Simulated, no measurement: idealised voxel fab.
process module | voxel lift off
cross-section cut | 295 nm wide | cells 5 nm
A cross-section is a grid of square cells, given in bands from the top down. A band is one or more rows of cells.
Each band's line starts with the height of the band's top and of its bottom, in nm. Then come its materials from left to right, each with its width in nm. One material with "throughout" fills the band from edge to edge. "air" is empty space.
Height 0 is the level under which the wafer as received is all one material. The lowest band goes on downwards, as in "0 down".
A width such as "30 to 40" changes by the same amount from each row of cells to the next, from the band's top row to its bottom row.
"no change" after a step means that no cell of the cross-section changed.
closed voids: empty space of 8 cells or more with no open way to the top, each as width x height at its distance from the left edge, in nm
after a step's settings: what the simulator itself notes on the step
overlay nm, on a step with a mask: how far to the right of its planned place the mask lay; to the left if negative
plan
1 op RECEIVE | material Si
2 op CONFORMAL_DEP | material SiN | thk nm 10
3 op PATTERN | tone open | mask id LINES | material resist | width nm 25 | pitch nm 50 | thk nm 30 | overlay nm 0
4 op DIRECTIONAL_DEP | material Ru | thk nm 15
5 op STRIP | etch materials resist
6 op CONFORMAL_DEP | material SiN | thk nm 5
first wafer, as planned
as received, after step 1
  0 down: Si throughout
  closed voids: none
after step 2
  10 to 0: SiN throughout
  below 0: unchanged
after step 3
  40 to 10: resist 85 | air 25 | resist 25 | air 25 | resist 25 | air 25 | resist 85
  below 10: unchanged
after step 4
  55 to 40: Ru 85 | air 25 | Ru 25 | air 25 | Ru 25 | air 25 | Ru 85
  40 to 25: resist 85 | air 25 | resist 25 | air 25 | resist 25 | air 25 | resist 85
  25 to 10: resist 85 | Ru 25 | resist 25 | Ru 25 | resist 25 | Ru 25 | resist 85
  below 10: unchanged
after step 5
  25 to 10: air 85 | Ru 25 | air 25 | Ru 25 | air 25 | Ru 25 | air 85
  below 10: unchanged
after step 6
  30 to 25: air 80 | SiN 35 | air 15 | SiN 35 | air 15 | SiN 35 | air 80
  25 to 15: air 80 | SiN 5 | Ru 25 | SiN 5 | air 15 | SiN 5 | Ru 25 | SiN 5 | air 15 | SiN 5 | Ru 25 | SiN 5 | air 80
  15 to 10: SiN 85 | Ru 25 | SiN 25 | Ru 25 | SiN 25 | Ru 25 | SiN 85
  below 10: unchanged
second wafer: like start, like plan, one mistake. Through step 2 it matches the first wafer
when step 3 should have ended
  40 to 10: resist 90 | air 25 | resist 25 | air 25 | resist 25 | air 25 | resist 80
  below 10: unchanged
when step 4 should have ended
  55 to 40: Ru 90 | air 25 | Ru 25 | air 25 | Ru 25 | air 25 | Ru 80
  40 to 25: resist 90 | air 25 | resist 25 | air 25 | resist 25 | air 25 | resist 80
  25 to 10: resist 90 | Ru 25 | resist 25 | Ru 25 | resist 25 | Ru 25 | resist 80
  below 10: unchanged
when step 5 should have ended
  25 to 10: air 90 | Ru 25 | air 25 | Ru 25 | air 25 | Ru 25 | air 80
  below 10: unchanged
when step 6 should have ended
  30 to 25: air 85 | SiN 35 | air 15 | SiN 35 | air 15 | SiN 35 | air 75
  25 to 15: air 85 | SiN 5 | Ru 25 | SiN 5 | air 15 | SiN 5 | Ru 25 | SiN 5 | air 15 | SiN 5 | Ru 25 | SiN 5 | air 75
  15 to 10: SiN 90 | Ru 25 | SiN 25 | Ru 25 | SiN 25 | Ru 25 | SiN 80
  below 10: unchanged
what went wrong: step 3 ran as: op PATTERN | tone open | mask id LINES | material resist | width nm 25 | pitch nm 50 | thk nm 30 | overlay nm 5
at the end the second wafer has, in cells: as many of each material as the first, in other places
